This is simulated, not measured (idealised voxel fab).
process module | voxel ribs on slabs
cross-section cut | 240 nm wide | cells 5 nm
A cross-section is a grid of square cells, given in bands from the top down. A band is one or more rows of cells.
Each band's line starts with the height of the band's top and of its bottom, in nm. Then come its materials from left to right, each with its width in nm. One material with "throughout" fills the band from edge to edge. "air" is empty space.
Height 0 is the level under which the wafer as received is all one material. The lowest band goes on downwards, as in "0 down".
A width such as "30 to 40" changes by the same amount from each row of cells to the next, from the band's top row to its bottom row.
"no change" after a step means that no cell of the cross-section changed.
closed voids: empty space of 8 cells or more with no open way to the top, each as width x height at its distance from the left edge, in nm
after a step's settings: what the simulator itself notes on the step
overlay nm, on a step with a mask: how far to the right of its planned place the mask lay; to the left if negative
plan
1 op RECEIVE | material Si
2 op DIRECTIONAL_DEP | material SiO2 | thk nm 20
3 op DIRECTIONAL_DEP | material SiN | thk nm 20
4 op DIRECTIONAL_DEP | material aC | thk nm 10
5 op PATTERN | tone cover | mask id RIB | material resist | width nm 30 | thk nm 30 | overlay nm 0
6 op DIRECTIONAL_ETCH | etch materials aC | depth nm 10
7 op STRIP | etch materials resist
8 op DIRECTIONAL_ETCH | etch materials SiN | depth nm 15
9 op STRIP | etch materials aC
10 op MASKED_ETCH | tone cover | mask id SLAB | width nm 60 | etch materials SiN | depth nm 5 | overlay nm 0
11 op FILL_DEP | material SiO2 | thk nm 15
12 op CMP | height nm 50
13 op DIRECTIONAL_DEP | material W | thk nm 5
14 op MASKED_ETCH | tone cover | mask id HEATER | width nm 40 | etch materials W | depth nm 5 | overlay nm 0
15 op CONFORMAL_DEP | material SiN | thk nm 10
as received, after step 1
  0 down: Si throughout
  closed voids: none
first wafer at the end, as planned
  65 to 60: air 90 | SiN 60 | air 90
  60 to 55: SiN throughout
  55 to 50: SiN 100 | W 40 | SiN 100
  50 to 40: SiO2 throughout
  40 to 25: SiO2 105 | SiN 30 | SiO2 105
  25 to 20: SiO2 90 | SiN 60 | SiO2 90
  20 to 0: SiO2 throughout
  0 down: Si throughout
  closed voids: none
second wafer at the end: like start, like plan, one mistake
  65 to 60: air 90 | SiN 60 | air 90
  60 to 55: SiN throughout
  55 to 50: SiN 100 | W 40 | SiN 100
  50 to 40: SiO2 throughout
  40 to 25: SiO2 105 | SiN 30 | SiO2 105
  25 to 20: SiO2 85 | SiN 70 | SiO2 85
  20 to 0: SiO2 throughout
  0 down: Si throughout
  closed voids: none
what went wrong: step 10 ran as: op MASKED_ETCH | tone cover | mask id SLAB | width nm 70 | etch materials SiN | depth nm 5 | overlay nm 0
at the end the second wafer has, in cells: 2 more of SiN | 2 fewer of SiO2
